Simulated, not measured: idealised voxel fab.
Process module in this document: voxel ribs on slabs
Section cut is 195 nm wide and gridded with 5 nm square cells.
Bands, listed from the top down, are how a cross-section gets written in this document; the cross-section itself is a grid of square cells, and a band is one or more rows of them. Per band: top height and bottom height in nm, followed by the left-to-right materials and their widths in nm; "throughout" marks a single material spanning edge to edge, "blank" marks empty space. Ref level 0: as-received wafer is one material below here. Bottom band extends down with no lower bound ("top 0, no bottom"). The expression "30..40" gives the width at the extremes of the band, the first number at its top row of cells and the second at its bottom row, with the width changing by equal amounts from each row to the next in between. Given "left unchanged" for a step, no cell of the cross-section differs between before and after that step. Entry "Closed void listing". Content: empty spaces with no open connection to the top, size 8 cells or greater. Each: width x height at distance. Distance: from left edge. Unit: nm. What comes after the settings on a step's line is commentary from the simulator itself on that step. The setting "overlay nm" may be written on the line of a step. When the step uses a mask, the value reports how far to the right of the planned place the mask lay, and a negative value reports that it lay to the left.
**The process steps that were planned are listed below**
| 1 | RECEIVE,material Si |
| 2 | DIRECTIONAL_DEP,material SiO2,thk nm 25 |
| 3 | DIRECTIONAL_DEP,material SiN,thk nm 20 |
| 4 | DIRECTIONAL_DEP,material aC,thk nm 15 |
| 5 | PATTERN,tone cover,mask id RIB,material resist,width nm 25,thk nm 30,overlay nm 0 |
| 6 | DIRECTIONAL_ETCH,etch materials aC,depth nm 15 |
| 7 | STRIP,etch materials resist |
| 8 | DIRECTIONAL_ETCH,etch materials SiN,depth nm 5 |
| 9 | STRIP,etch materials aC |
| 10 | MASKED_ETCH,tone cover,mask id SLAB,width nm 75,etch materials SiN,depth nm 15,overlay nm 0 |
| 11 | FILL_DEP,material SiO2,thk nm 20 |
| 12 | CMP,height nm 60 |
| 13 | DIRECTIONAL_DEP,material W,thk nm 5 |
| 14 | PATTERN,tone cover,mask id HEATER,material resist,width nm 35,thk nm 20,overlay nm 0 |
| 15 | DIRECTIONAL_ETCH,etch materials W,depth nm 5 |
| 16 | STRIP,etch materials resist |
| 17 | CONFORMAL_DEP,material SiO2,thk nm 10 |
**First out of two wafers; run went to plan**
**Shown in cross-section is the wafer as received, that is, as it stands after step 1**
> top 0, no bottom  Si throughout
> Closed void listing: none
**The following cross-section depicts the wafer upon completion of step 2**
> top 25, bottom 0  SiO2 throughout
> Everything under 0 stays put, no change at all.
**The following cross-section depicts the wafer upon completion of step 3**
> top 45, bottom 25  SiN throughout
> Everything under 25 stays put, no change at all.
**The following cross-section depicts the wafer upon completion of step 4**
> top 60, bottom 45  aC throughout
> Everything under 45 stays put, no change at all.
**The following cross-section depicts the wafer upon completion of step 5**
> top 90, bottom 60  blank: 85, resist: 25, blank: 85
> Everything under 60 stays put, no change at all.
**The following cross-section depicts the wafer upon completion of step 6**
> top 75, bottom 60  blank: 85, resist: 25, blank: 85
> top 60, bottom 45  blank: 85, aC: 25, blank: 85
> Everything under 45 stays put, no change at all.
**The following cross-section depicts the wafer upon completion of step 7**
> top 60, bottom 45  blank: 85, aC: 25, blank: 85
> Everything under 45 stays put, no change at all.
**The following cross-section depicts the wafer upon completion of step 8**
> top 60, bottom 45  blank: 85, aC: 25, blank: 85
> top 45, bottom 40  blank: 85, SiN: 25, blank: 85
> Everything under 40 stays put, no change at all.
**The following cross-section depicts the wafer upon completion of step 9**
> top 45, bottom 40  blank: 85, SiN: 25, blank: 85
> Everything under 40 stays put, no change at all.
**The following cross-section depicts the wafer upon completion of step 10**
> top 45, bottom 40  blank: 85, SiN: 25, blank: 85
> top 40, bottom 25  blank: 60, SiN: 75, blank: 60
> Everything under 25 stays put, no change at all.
**The following cross-section depicts the wafer upon completion of step 11**
> top 65, bottom 45  SiO2 throughout
> top 45, bottom 40  SiO2: 85, SiN: 25, SiO2: 85
> top 40, bottom 25  SiO2: 60, SiN: 75, SiO2: 60
> Everything under 25 stays put, no change at all.
**The following cross-section depicts the wafer upon completion of step 12**
> top 60, bottom 45  SiO2 throughout
> Everything under 45 stays put, no change at all.
**The following cross-section depicts the wafer upon completion of step 13**
> top 65, bottom 60  W throughout
> Everything under 60 stays put, no change at all.
**The following cross-section depicts the wafer upon completion of step 14**
> top 85, bottom 65  blank: 80, resist: 35, blank: 80
> Everything under 65 stays put, no change at all.
**The following cross-section depicts the wafer upon completion of step 15**
> top 85, bottom 65  blank: 80, resist: 35, blank: 80
> top 65, bottom 60  blank: 80, W: 35, blank: 80
> Everything under 60 stays put, no change at all.
**The following cross-section depicts the wafer upon completion of step 16**
> top 65, bottom 60  blank: 80, W: 35, blank: 80
> Everything under 60 stays put, no change at all.
**The following cross-section depicts the wafer upon completion of step 17**
> top 75, bottom 70  blank: 70, SiO2: 55, blank: 70
> top 70, bottom 65  SiO2 throughout
> top 65, bottom 60  SiO2: 80, W: 35, SiO2: 80
> Everything under 60 stays put, no change at all.
**What follows concerns the second wafer, which started out like the first and was meant to follow the very same plan; one mistake crept in when it was run, but everything up to and including step 2 is the same as for the first wafer**
**Look at the second wafer in cross-section at the time step 3 ought to have finished**
> top 40, bottom 25  aC throughout
> Everything under 25 stays put, no change at all.
**Look at the second wafer in cross-section at the time step 4 ought to have finished**
> top 60, bottom 40  SiN throughout
> Everything under 40 stays put, no change at all.
**Look at the second wafer in cross-section at the time step 5 ought to have finished**
> top 90, bottom 60  blank: 85, resist: 25, blank: 85
> Everything under 60 stays put, no change at all.
**Look at the second wafer in cross-section at the time step 6 ought to have finished**
> top 75, bottom 60  blank: 85, resist: 25, blank: 85
> Everything under 60 stays put, no change at all.
**Look at the second wafer in cross-section at the time step 7 ought to have finished**
> top 60, bottom 40  SiN throughout
> Everything under 40 stays put, no change at all.
**Look at the second wafer in cross-section at the time step 8 ought to have finished**
> top 55, bottom 40  SiN throughout
> Everything under 40 stays put, no change at all.
Look at the second wafer in cross-section at the time step 9 ought to have finished: left unchanged
**Look at the second wafer in cross-section at the time step 10 ought to have finished**
> top 55, bottom 40  blank: 60, SiN: 75, blank: 60
> Everything under 40 stays put, no change at all.
**Look at the second wafer in cross-section at the time step 11 ought to have finished**
> top 75, bottom 55  SiO2 throughout
> top 55, bottom 40  SiO2: 60, SiN: 75, SiO2: 60
> Everything under 40 stays put, no change at all.
**Look at the second wafer in cross-section at the time step 12 ought to have finished**
> top 60, bottom 55  SiO2 throughout
> Everything under 55 stays put, no change at all.
**Look at the second wafer in cross-section at the time step 13 ought to have finished**
> top 65, bottom 60  W throughout
> Everything under 60 stays put, no change at all.
**Look at the second wafer in cross-section at the time step 14 ought to have finished**
> top 85, bottom 65  blank: 80, resist: 35, blank: 80
> Everything under 65 stays put, no change at all.
**Look at the second wafer in cross-section at the time step 15 ought to have finished**
> top 85, bottom 65  blank: 80, resist: 35, blank: 80
> top 65, bottom 60  blank: 80, W: 35, blank: 80
> Everything under 60 stays put, no change at all.
**Look at the second wafer in cross-section at the time step 16 ought to have finished**
> top 65, bottom 60  blank: 80, W: 35, blank: 80
> Everything under 60 stays put, no change at all.
**Look at the second wafer in cross-section at the time step 17 ought to have finished**
> top 75, bottom 70  blank: 70, SiO2: 55, blank: 70
> top 70, bottom 65  SiO2 throughout
> top 65, bottom 60  SiO2: 80, W: 35, SiO2: 80
> Everything under 60 stays put, no change at all.
Misprocessing identified: order of steps 3 and 4 inverted relative to the plan
Final comparison by cell count, materials where the second wafer has more or fewer than the first: -5 SiN, -112 SiO2, +117 aC
